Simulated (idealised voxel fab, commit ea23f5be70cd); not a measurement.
Presented below is a process module, voxel released beams.
For reference, the cross-section in this document is cut, with width 190 nm and square cells of 5 nm.
Think of the cross-section as a grid of square cells. We describe it in bands, top to bottom, and each band covers one or more rows of those cells.
Look at the band entry: it leads with the top's height and the bottom's height in nm. Then it lists the materials left to right, with a width in nm for each. The word "edge to edge" on a single material says that material fills the band edge to edge. The word "blank" is empty space.
Below 0: as-received wafer, all one material; heights counted from there. Lowest band: no bottom, goes on down, written "0 nm and below".
Top row gets the first number, bottom row gets the second, and each row in between changes by the same step: that is how a band width like "30 to 40" works.
When a step is marked "no modifications", none of the cells in the cross-section changed during that step.
Trapped void list: empty space of 8 cells or more with no open way to the top, each as width x height at its distance from the left edge, in nm
Heads up: the bit after the settings on a step's line is the simulator's remark on that step.
"overlay nm" answers the question of how far to the right of plan the mask lay on a step that has a mask, and when it is negative the answer is to the left.

These are the steps we planned for the process:
1 RECEIVE,material Si
2 CONFORMAL_DEP,material SiN,thk nm 10
3 DIRECTIONAL_DEP,material SiO2,thk nm 10
4 DIRECTIONAL_DEP,material aC,thk nm 15
5 PATTERN,tone open,mask id ANCHOR,material resist,width nm 35,thk nm 35,overlay nm 0
6 DIRECTIONAL_ETCH,etch materials aC,depth nm 15
7 STRIP,etch materials resist
8 DIRECTIONAL_ETCH,etch materials SiO2,depth nm 10
9 STRIP,etch materials aC
10 CONFORMAL_DEP,material TiN,thk nm 10
11 DIRECTIONAL_DEP,material aC,thk nm 10
12 PATTERN,tone cover,mask id BEAM,material resist,width nm 100,thk nm 30,overlay nm 0
13 DIRECTIONAL_ETCH,etch materials aC,depth nm 10
14 STRIP,etch materials resist
15 DIRECTIONAL_ETCH,etch materials TiN,depth nm 10
16 STRIP,etch materials aC
17 STRIP,etch materials SiO2

Concerning the first of two wafers, which was run in accordance with the plan:

Shown in cross-section is the wafer as received, that is, as it stands after step 1:
    0 nm and below = Si edge to edge
    Trapped void list: none

Wafer xsec, post step 2:
    10 nm to 0 nm = SiN edge to edge
    Below 0, the layers are the same as they were.

Wafer xsec, post step 3:
    20 nm to 10 nm = SiO2 edge to edge
    Below 10, the layers are the same as they were.

Wafer xsec, post step 4:
    35 nm to 20 nm = aC edge to edge
    Below 20, the layers are the same as they were.

Wafer xsec, post step 5:
    70 nm to 35 nm = resist (45) / blank (35) / resist (110)
    Below 35, the layers are the same as they were.

Wafer xsec, post step 6:
    55 nm to 35 nm = resist (45) / blank (35) / resist (110)
    35 nm to 20 nm = aC (45) / blank (35) / aC (110)
    Below 20, the layers are the same as they were.

Wafer xsec, post step 7:
    35 nm to 20 nm = aC (45) / blank (35) / aC (110)
    Below 20, the layers are the same as they were.

Wafer xsec, post step 8:
    35 nm to 20 nm = aC (45) / blank (35) / aC (110)
    20 nm to 10 nm = SiO2 (45) / blank (35) / SiO2 (110)
    Below 10, the layers are the same as they were.

Wafer xsec, post step 9:
    20 nm to 10 nm = SiO2 (45) / blank (35) / SiO2 (110)
    Below 10, the layers are the same as they were.

Wafer xsec, post step 10:
    30 nm to 20 nm = TiN (55) / blank (15) / TiN (120)
    20 nm to 10 nm = SiO2 (45) / TiN (35) / SiO2 (110)
    Below 10, the layers are the same as they were.

Wafer xsec, post step 11:
    40 nm to 30 nm = aC (55) / blank (15) / aC (120)
    30 nm to 20 nm = TiN (55) / aC (15) / TiN (120)
    Below 20, the layers are the same as they were.

Wafer xsec, post step 12:
    70 nm to 40 nm = blank (40) / resist (100) / blank (50)
    40 nm to 30 nm = aC (55) / resist (15) / aC (120)
    Below 30, the layers are the same as they were.

Wafer xsec, post step 13:
    60 nm to 40 nm = blank (40) / resist (100) / blank (50)
    40 nm to 30 nm = blank (40) / aC (15) / resist (15) / aC (70) / blank (50)
    Below 30, the layers are the same as they were.

Wafer xsec, post step 14:
    40 nm to 30 nm = blank (40) / aC (15) / blank (15) / aC (70) / blank (50)
    Below 30, the layers are the same as they were.

Wafer xsec, post step 15:
    40 nm to 30 nm = blank (40) / aC (15) / blank (15) / aC (70) / blank (50)
    30 nm to 20 nm = blank (40) / TiN (15) / aC (15) / TiN (70) / blank (50)
    Below 20, the layers are the same as they were.

Wafer xsec, post step 16:
    30 nm to 20 nm = blank (40) / TiN (15) / blank (15) / TiN (70) / blank (50)
    Below 20, the layers are the same as they were.

Wafer xsec, post step 17:
    30 nm to 20 nm = blank (40) / TiN (15) / blank (15) / TiN (70) / blank (50)
    20 nm to 10 nm = blank (45) / TiN (35) / blank (110)
    Below 10, the layers are the same as they were.

Second Wafer (Identical Start and Plan, One Processing Error; Matches First Wafer Through Step 11):

The second wafer in cross-section, at the planned close of step 12:
    70 nm to 40 nm = blank (50) / resist (100) / blank (40)
    40 nm to 30 nm = aC (55) / resist (15) / aC (120)
    Below 30, the layers are the same as they were.

The second wafer in cross-section, at the planned close of step 13:
    60 nm to 40 nm = blank (50) / resist (100) / blank (40)
    40 nm to 30 nm = blank (50) / aC (5) / resist (15) / aC (80) / blank (40)
    Below 30, the layers are the same as they were.

The second wafer in cross-section, at the planned close of step 14:
    40 nm to 30 nm = blank (50) / aC (5) / blank (15) / aC (80) / blank (40)
    Below 30, the layers are the same as they were.

The second wafer in cross-section, at the planned close of step 15:
    40 nm to 30 nm = blank (50) / aC (5) / blank (15) / aC (80) / blank (40)
    30 nm to 20 nm = blank (50) / TiN (5) / aC (15) / TiN (80) / blank (40)
    Below 20, the layers are the same as they were.

The second wafer in cross-section, at the planned close of step 16:
    30 nm to 20 nm = blank (50) / TiN (5) / blank (15) / TiN (80) / blank (40)
    Below 20, the layers are the same as they were.

The second wafer in cross-section, at the planned close of step 17:
    30 nm to 20 nm = blank (50) / TiN (5) / blank (15) / TiN (80) / blank (40)
    20 nm to 10 nm = blank (45) / TiN (35) / blank (110)
    Below 10, the layers are the same as they were.
Run error: step 12 was processed under conditions differing from the plan, specifically as PATTERN,tone cover,mask id BEAM,material resist,width nm 100,thk nm 30,overlay nm 10
By the end, you'd get the same cell count for each material on either wafer, but the second wafer puts them somewhere else.
